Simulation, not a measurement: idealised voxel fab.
Process module in this document: voxel wiring stack
Shown is cross-section cut, with a width of 200 nm and square cells of size 5 nm.
Heads up, the way a cross-section reads in here is a grid of square cells, handed over as bands from the top down, with every band being one or more rows of cells. Band: top and bottom heights (nm) first, top before bottom; then materials from left to right, widths in nm. "everywhere" marks a sole material filling the band edge to edge. "air" denotes empty space. Convention: height 0 is the level below which the wafer, as received, is all one material. The lowest band does not terminate at the bottom but continues downward, represented as "top 0, no bottom". Think of "30->40" as a width that walks from the first number to the second as you go down the band, top row to bottom row, taking equal-sized steps from row to row. No cell of the cross-section changed in a step that is given as "left unchanged". "Listed closed voids": empty spaces of 8 cells or more with no open way to the top, each given as width x height at distance, distance from the left edge, all in nm. If you see something after the settings on a step's line, that's the simulator's own remark about that step. What "overlay nm" on a step's line means: if the step has a mask, that mask lay this far to the right of its planned place, or, when the value is negative, to the left.
Steps planned for the process
1,RECEIVE: material Si
2,CONFORMAL_DEP: material SiO2, thk nm 15
3,CONFORMAL_DEP: material SiN, thk nm 5
4,DIRECTIONAL_DEP: material lowk, thk nm 25
5,DIRECTIONAL_DEP: material aC, thk nm 10
6,PATTERN: tone open, mask id METAL_1, material resist, width nm 25, pitch nm 45, thk nm 30, overlay nm 0
7,DIRECTIONAL_ETCH: etch materials aC, depth nm 10
8,STRIP: etch materials resist
9,DIRECTIONAL_ETCH: etch materials lowk, depth nm 25
10,DIRECTIONAL_ETCH: etch materials SiN, depth nm 5
11,STRIP: etch materials aC
12,CONFORMAL_DEP: material TiN, thk nm 5
13,FILL_DEP: material Ru, thk nm 5
14,CMP: height nm 45
15,CONFORMAL_DEP: material SiCN, thk nm 5
16,DIRECTIONAL_DEP: material SiO2, thk nm 15
17,MASKED_ETCH: tone open, mask id PLUG_1, width nm 15, pitch nm 45, etch materials SiO2, depth nm 15, overlay nm 0
18,MASKED_ETCH: tone open, mask id PLUG_1, width nm 15, pitch nm 45, etch materials SiCN, depth nm 5, overlay nm 0
19,EPI: material Ru, thk nm 10
20,EPI: material Ru, thk nm 10
21,CONFORMAL_DEP: material SiN, thk nm 5
22,DIRECTIONAL_DEP: material lowk, thk nm 20
23,MASKED_ETCH: tone open, mask id METAL_2, width nm 25, pitch nm 45, etch materials lowk, depth nm 20, overlay nm 0
24,MASKED_ETCH: tone open, mask id METAL_2, width nm 25, pitch nm 45, etch materials SiN, depth nm 5, overlay nm 0
25,CONFORMAL_DEP: material TiN, thk nm 5
26,FILL_DEP: material Ru, thk nm 10
27,CMP: height nm 90
28,CONFORMAL_DEP: material SiCN, thk nm 5
29,DIRECTIONAL_DEP: material SiO2, thk nm 10
30,MASKED_ETCH: tone open, mask id PLUG_2, width nm 15, etch materials SiO2, depth nm 10, overlay nm 0
31,MASKED_ETCH: tone open, mask id PLUG_2, width nm 15, etch materials SiCN, depth nm 5, overlay nm 0
32,EPI: material Ru, thk nm 10
33,EPI: material Ru, thk nm 5
34,CONFORMAL_DEP: material SiN, thk nm 5
35,DIRECTIONAL_DEP: material lowk, thk nm 20
36,DIRECTIONAL_DEP: material aC, thk nm 15
37,PATTERN: tone open, mask id METAL_3, material resist, width nm 25, pitch nm 45, thk nm 30, overlay nm 0
38,DIRECTIONAL_ETCH: etch materials aC, depth nm 15
39,STRIP: etch materials resist
40,DIRECTIONAL_ETCH: etch materials lowk, depth nm 20
41,DIRECTIONAL_ETCH: etch materials SiN, depth nm 5
42,STRIP: etch materials aC
43,CONFORMAL_DEP: material TiN, thk nm 5
44,FILL_DEP: material Ru, thk nm 5
45,CMP: height nm 130
46,CONFORMAL_DEP: material SiCN, thk nm 5
Variable across wafers: step 17 width nm (plan value is that of the first wafer; starting state common to all).
As-received state after step 1, first of several wafers, cross-section
    top 0, no bottom  Si everywhere
    Listed closed voids: none
Rows = wafers. At module end, each row lists per material the cells gained (+) or lost (-) since the wafer was received, then the closed voids
width nm 15 | +111 Ru | +111 SiCN | +90 SiN | +296 SiO2 | +82 TiN | +390 lowk | Listed closed voids: none
width nm 20 | +117 Ru | +111 SiCN | +90 SiN | +290 SiO2 | +82 TiN | +390 lowk | Listed closed voids: none
width nm 25 | +123 Ru | +111 SiCN | +90 SiN | +284 SiO2 | +82 TiN | +390 lowk | Listed closed voids: none
width nm 30 | +129 Ru | +111 SiCN | +90 SiN | +278 SiO2 | +82 TiN | +390 lowk | Listed closed voids: none
